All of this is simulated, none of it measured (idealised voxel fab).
Presented below is a process module, voxel tone inversion.
FYI the section here is cut, 290 nm wide, cells are 5 nm squares.
This document writes a cross-section as a grid whose cells are square, and gives it as bands, listed from the top down; one or more rows of cells form a band. What a band's entry tells you: where the top is and where the bottom is, as heights in nm, and after that what lies inside, material by material from left to right, each with its width in nm. Empty space is written as the word "empty", and a single material marked with the word "everywhere" occupies the band from edge to edge. Heights are measured from 0, the level below which the as-received wafer is all one material; the lowest band has no bottom and continues downward, written as in "0 -> down". When a width is written as two numbers, as in "30->40", the first number is the width in the top row of cells of the band and the second is the width in its bottom row, and the width changes by the same amount from each row to the next. "no change occurred", as given for a step, is the statement that not any cell of the cross-section underwent a change during that step. "Trapped cavities" lists enclosed empty spaces (at least 8 cells, no open path upward to the top), each as width x height at distance from the left edge, in nm. The remark found on a step's line after its settings is issued by the simulator itself and pertains to that step. overlay nm, on a step with a mask: how far to the right of its planned place the mask lay; to the left if negative.

# The process steps that were planned are listed below
1. op RECEIVE | material Si
2. op CONFORMAL_DEP | material SiCN | thk nm 5
3. op DIRECTIONAL_DEP | material polySi | thk nm 15
4. op PATTERN | tone cover | mask id POSTS | material resist | width nm 20 | pitch nm 45 | thk nm 25 | overlay nm 0
5. op DIRECTIONAL_ETCH | etch materials polySi | depth nm 15
6. op STRIP | etch materials resist
7. op FILL_DEP | material SiO2 | thk nm 10
8. op CMP | height nm 20
9. op STRIP | etch materials polySi
Wafer-to-wafer difference: thk nm, step 2. Common start. Plan = first wafer's value.

# As-received cross-section, first of several wafers, post step 1
* 0 -> down: Si everywhere
* Trapped cavities: none

# For your reference, the table is organized with a row per wafer; each row reflects the wafer at the end of the module, indicating for each material the cells gained (+) or lost (-) since receipt, and thereafter its closed voids
thk nm 5; +58 SiCN; +150 SiO2; Trapped cavities: none
thk nm 10; +116 SiCN; +100 SiO2; Trapped cavities: none
thk nm 15; +174 SiCN; +50 SiO2; Trapped cavities: none
thk nm 20; +232 SiCN; Trapped cavities: none
